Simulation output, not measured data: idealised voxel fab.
process module | voxel ribs on slabs
cross-section cut | 240 nm wide | cells 5 nm
A cross-section is a grid of square cells, given in bands from the top down. A band is one or more rows of cells.
Each band's line starts with the height of the band's top and of its bottom, in nm. Then come its materials from left to right, each with its width in nm. One material with "throughout" fills the band from edge to edge. "air" is empty space.
Height 0 is the level under which the wafer as received is all one material. The lowest band goes on downwards, as in "0 down".
A width such as "30 to 40" changes by the same amount from each row of cells to the next, from the band's top row to its bottom row.
"no change" after a step means that no cell of the cross-section changed.
closed voids: empty space of 8 cells or more with no open way to the top, each as width x height at its distance from the left edge, in nm
after a step's settings: what the simulator itself notes on the step
overlay nm, on a step with a mask: how far to the right of its planned place the mask lay; to the left if negative
plan
1 op RECEIVE | material Si
2 op DIRECTIONAL_DEP | material SiO2 | thk nm 30
3 op DIRECTIONAL_DEP | material SiN | thk nm 25
4 op MASKED_ETCH | tone cover | mask id RIB | width nm 30 | etch materials SiN | depth nm 20 | overlay nm 0
5 op PATTERN | tone cover | mask id SLAB | material resist | width nm 80 | thk nm 20 | overlay nm 0
6 op DIRECTIONAL_ETCH | etch materials SiN | depth nm 5
7 op STRIP | etch materials resist
8 op FILL_DEP | material SiO2 | thk nm 20
9 op CMP | height nm 65
10 op DIRECTIONAL_DEP | material TiN | thk nm 5
11 op MASKED_ETCH | tone cover | mask id HEATER | width nm 40 | etch materials TiN | depth nm 5 | overlay nm 0
12 op CONFORMAL_DEP | material SiO2 | thk nm 10
as received, after step 1
  0 down: Si throughout
  closed voids: none
first wafer at the end, as planned
  80 to 75: air 90 | SiO2 60 | air 90
  75 to 70: SiO2 throughout
  70 to 65: SiO2 100 | TiN 40 | SiO2 100
  65 to 55: SiO2 throughout
  55 to 35: SiO2 105 | SiN 30 | SiO2 105
  35 to 30: SiO2 80 | SiN 80 | SiO2 80
  30 to 0: SiO2 throughout
  0 down: Si throughout
  closed voids: none
second wafer at the end: like start, like plan, one mistake
  70 to 65: air 100 | TiN 40 | air 100
  65 to 55: SiO2 throughout
  55 to 35: SiO2 105 | SiN 30 | SiO2 105
  35 to 30: SiO2 80 | SiN 80 | SiO2 80
  30 to 0: SiO2 throughout
  0 down: Si throughout
  closed voids: none
what went wrong: step 12 was left out
at the end the second wafer has, in cells: 100 fewer of SiO2
